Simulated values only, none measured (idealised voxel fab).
This is a process module. Its name is voxel self aligned contacts.
cross-section cut | 240 nm wide | cells 5 nm
This document writes a cross-section as a grid whose cells are square, and gives it as bands, listed from the top down; one or more rows of cells form a band.
Quick guide to a band line: top height, bottom height (nm) up front; then every material left to right with its width in nm. Only one material and it's marked "throughout"? Then it fills the band edge to edge. And "air" just means empty space.
Note: height 0 marks the level under which the wafer is uniformly one material as received. Lowest band unbounded below, written "0 and below".
It should be noted that a width expressed as "30..40" varies in equal increments from row to row of cells within the band, taking the value of the first number at the top row and that of the second number at the bottom row.
You'll sometimes find "nothing altered" written for a step, and that's the way of saying that nowhere in the cross-section did a cell change during that step.
Entry "Closed cavity list" = empty spaces >= 8 cells with no open way to the top; each as width x height at distance, distance from left edge, all nm.
If you see something after the settings on a step's line, that's the simulator's own remark about that step.
"overlay nm" on a masked step: distance the mask lay right of its planned place, negative for left.
Process steps (planned)
1,RECEIVE with material Si
2,CONFORMAL_DEP with material SiO2, thk nm 5
3,DIRECTIONAL_DEP with material polySi, thk nm 25
4,DIRECTIONAL_DEP with material SiN, thk nm 20
5,DIRECTIONAL_DEP with material aC, thk nm 10
6,PATTERN with tone cover, mask id GATE, material resist, width nm 25, pitch nm 75, thk nm 25, overlay nm 0
7,DIRECTIONAL_ETCH with etch materials aC, depth nm 10
8,STRIP with etch materials resist
9,DIRECTIONAL_ETCH with etch materials SiN, depth nm 20
10,DIRECTIONAL_ETCH with etch materials polySi, depth nm 25
11,STRIP with etch materials aC
12,CONFORMAL_DEP with material SiN, thk nm 10
13,DIRECTIONAL_ETCH with etch materials SiN, depth nm 10
14,FILL_DEP with material SiO2, thk nm 10
15,CMP with height nm 55
16,MASKED_ETCH with tone open, mask id CONTACT, width nm 60, etch materials SiO2, depth nm 55, overlay nm 0
17,CONFORMAL_DEP with material TiN, thk nm 5
18,FILL_DEP with material W, thk nm 5
19,CMP with height nm 55
20,CONFORMAL_DEP with material SiCN, thk nm 5
All wafers enter the flow in the same state. The width nm at step 6 differs from wafer to wafer, and the plan gives the value for the first wafer.
As-received state after step 1, first of several wafers, cross-section
> 0 and below  Si throughout
> Closed cavity list: none
Wafer rows; end of module; cells per material since receipt: (+) gained, (-) lost; then closed voids
width nm 25 | +48 SiCN | +112 SiN | +294 SiO2 | +32 TiN | +40 W | +50 polySi | Closed cavity list: none
width nm 30 | +48 SiCN | +120 SiN | +286 SiO2 | +32 TiN | +30 W | +60 polySi | Closed cavity list: none
width nm 35 | +48 SiCN | +128 SiN | +278 SiO2 | +32 TiN | +20 W | +70 polySi | Closed cavity list: none
width nm 40 | +48 SiCN | +136 SiN | +270 SiO2 | +32 TiN | +10 W | +80 polySi | Closed cavity list: none
width nm 45 | +48 SiCN | +144 SiN | +262 SiO2 | +32 TiN | +90 polySi | Closed cavity list: none
width nm 50 | +48 SiCN | +152 SiN | +254 SiO2 | +22 TiN | +100 polySi | Closed cavity list: none
